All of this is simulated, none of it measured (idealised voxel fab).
Presented below is a process module, voxel ribs on slabs.
The cross-section shown here is cut; it is 270 nm wide and divided into square cells measuring 5 nm on a side.
The cross-sections in this document take the form of a grid made of square cells. They are written out as bands, in order from top to bottom. Each band consists of one or more rows of cells. Band: top and bottom heights (nm) first, top before bottom; then materials from left to right, widths in nm. "throughout" marks a sole material filling the band edge to edge. "air" denotes empty space. Heights are reckoned from 0. Under this level, the received wafer is all of one material. The bottommost band is open-ended downward, for example "0 and below". Width "30->40": first value at the band's top row of cells, second value at its bottom row, equal change from row to row. "nothing altered" means the step left every cell of the cross-section as it was. Enclosed voids (no open way to top), threshold 8 cells or more, entry "Sealed-off cavities", notation width x height at distance, distance from left edge, nm. What comes after the settings on a step's line is commentary from the simulator itself on that step. Each step line may optionally specify "overlay nm", which for a step with a mask gives the rightward distance between the mask's planned place and where it lay, a negative value indicating the leftward direction.

Plan:
| 1 | RECEIVE: material Si |
| 2 | DIRECTIONAL_DEP: material SiO2, thk nm 30 |
| 3 | DIRECTIONAL_DEP: material polySi, thk nm 20 |
| 4 | PATTERN: tone cover, mask id RIB, material resist, width nm 20, thk nm 15, overlay nm 0 |
| 5 | DIRECTIONAL_ETCH: etch materials polySi, depth nm 5 |
| 6 | STRIP: etch materials resist |
| 7 | DIRECTIONAL_DEP: material aC, thk nm 15 |
| 8 | PATTERN: tone cover, mask id SLAB, material resist, width nm 50, thk nm 35, overlay nm 0 |
| 9 | DIRECTIONAL_ETCH: etch materials aC, depth nm 15 |
| 10 | STRIP: etch materials resist |
| 11 | DIRECTIONAL_ETCH: etch materials polySi, depth nm 15 |
| 12 | STRIP: etch materials aC |
| 13 | FILL_DEP: material SiO2, thk nm 25 |
| 14 | CMP: height nm 65 |
| 15 | DIRECTIONAL_DEP: material TiN, thk nm 5 |
| 16 | PATTERN: tone cover, mask id HEATER, material resist, width nm 30, thk nm 15, overlay nm 0 |
| 17 | DIRECTIONAL_ETCH: etch materials TiN, depth nm 5 |
| 18 | STRIP: etch materials resist |
| 19 | CONFORMAL_DEP: material SiO2, thk nm 10 |

As-received wafer cross-section (after step 1):
    0 and below: Si throughout
    Sealed-off cavities: none

The first of the two wafers as seen in cross-section once the module was finished; processing followed the plan:
    80 down to 75: air=110 | SiO2=50 | air=110
    75 down to 70: SiO2 throughout
    70 down to 65: SiO2=120 | TiN=30 | SiO2=120
    65 down to 50: SiO2 throughout
    50 down to 45: SiO2=125 | polySi=20 | SiO2=125
    45 down to 30: SiO2=110 | polySi=50 | SiO2=110
    30 down to 0: SiO2 throughout
    0 and below: Si throughout
    Sealed-off cavities: none

Wafer two, end of module, cross-section. Same start, same plan as wafer one. One mistake in the run:
    80 down to 75: air=115 | SiO2=40 | air=115
    75 down to 70: SiO2 throughout
    70 down to 65: SiO2=125 | TiN=20 | SiO2=125
    65 down to 50: SiO2 throughout
    50 down to 45: SiO2=125 | polySi=20 | SiO2=125
    45 down to 30: SiO2=110 | polySi=50 | SiO2=110
    30 down to 0: SiO2 throughout
    0 and below: Si throughout
    Sealed-off cavities: none
Misprocessing identified: step 16 went in with a setting other than planned; the actual run was PATTERN: tone cover, mask id HEATER, material resist, width nm 20, thk nm 15, overlay nm 0
Once processing is complete, comparing cell counts shows that the second wafer has more or fewer of certain materials than the first: TiN -2
